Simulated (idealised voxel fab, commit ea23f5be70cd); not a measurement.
process module | voxel tone inversion
We display cut, a cross-section 145 nm in width whose square cells are each 5 nm.
Cross-section = grid of square cells, listed top down in bands; band = one or more rows. Band entry format. Leading values: height of top, height of bottom, nm. Remainder: materials in left-to-right order, each with its width in nm. Special words: "everywhere" on a single material, which then fills the band edge to edge; "blank", empty space. The level at which height equals 0 is the one under which the wafer, as it arrives, is entirely one material. No lower edge exists for the bottom band, which continues downward and is notated as in "0 -> down". It should be noted that a width expressed as "30..40" varies in equal increments from row to row of cells within the band, taking the value of the first number at the top row and that of the second number at the bottom row. Basically "no change" means that step didn't change any cell in the cross-section. The list in "Sealed void list" covers empty spaces of 8 cells or more that cannot reach the top through any open way, and it gives each as width x height at distance; the distance is from the left edge, and width, height and distance are in nm. Whatever follows a step's settings on its line is a remark the simulator itself makes about that step. A step's line can hold "overlay nm"; with a mask on that step, the setting says how far right of the planned place the mask lay, while a negative setting says it lay to the left.
Below is the list of planned process steps
1: RECEIVE: material Si
2: CONFORMAL_DEP: material SiN, thk nm 5
3: DIRECTIONAL_DEP: material aC, thk nm 25
4: PATTERN: tone cover, mask id POSTS, material resist, width nm 15, pitch nm 35, thk nm 30, overlay nm 0
5: DIRECTIONAL_ETCH: etch materials aC, depth nm 25
6: STRIP: etch materials resist
7: FILL_DEP: material lowk, thk nm 5
8: CMP: height nm 30
9: STRIP: etch materials aC
10: CONFORMAL_DEP: material TiN, thk nm 5
11: FILL_DEP: material W, thk nm 5
12: CMP: height nm 30
13: CONFORMAL_DEP: material SiN, thk nm 5
Delivered wafer in cross-section: state after step 1
0 -> down  Si everywhere
Sealed void list: none
As-planned run: cross-section of the first of two wafers at end of module
35 -> 30  SiN everywhere
30 -> 10  30 nm lowk, then 5 nm TiN, then 5 nm W, then 5 nm TiN, then 20 nm lowk, then 5 nm TiN, then 5 nm W, then 5 nm TiN, then 20 nm lowk, then 5 nm TiN, then 5 nm W, then 5 nm TiN, then 30 nm lowk
10 -> 5  30 nm lowk, then 15 nm TiN, then 20 nm lowk, then 15 nm TiN, then 20 nm lowk, then 15 nm TiN, then 30 nm lowk
5 -> 0  SiN everywhere
0 -> down  Si everywhere
Sealed void list: none
Second wafer at the end: like start, like plan, one mistake
35 -> 30  SiN everywhere
30 -> 10  30 nm lowk, then 5 nm SiN, then 5 nm W, then 5 nm SiN, then 20 nm lowk, then 5 nm SiN, then 5 nm W, then 5 nm SiN, then 20 nm lowk, then 5 nm SiN, then 5 nm W, then 5 nm SiN, then 30 nm lowk
10 -> 5  30 nm lowk, then 15 nm SiN, then 20 nm lowk, then 15 nm SiN, then 20 nm lowk, then 15 nm SiN, then 30 nm lowk
5 -> 0  SiN everywhere
0 -> down  Si everywhere
Sealed void list: none
Misprocessing identified: step 10 ran differently from the plan; actual operation with settings: CONFORMAL_DEP: material SiN, thk nm 5
Final wafer comparison in cells, second versus first, more or fewer per material: +33 SiN; -33 TiN
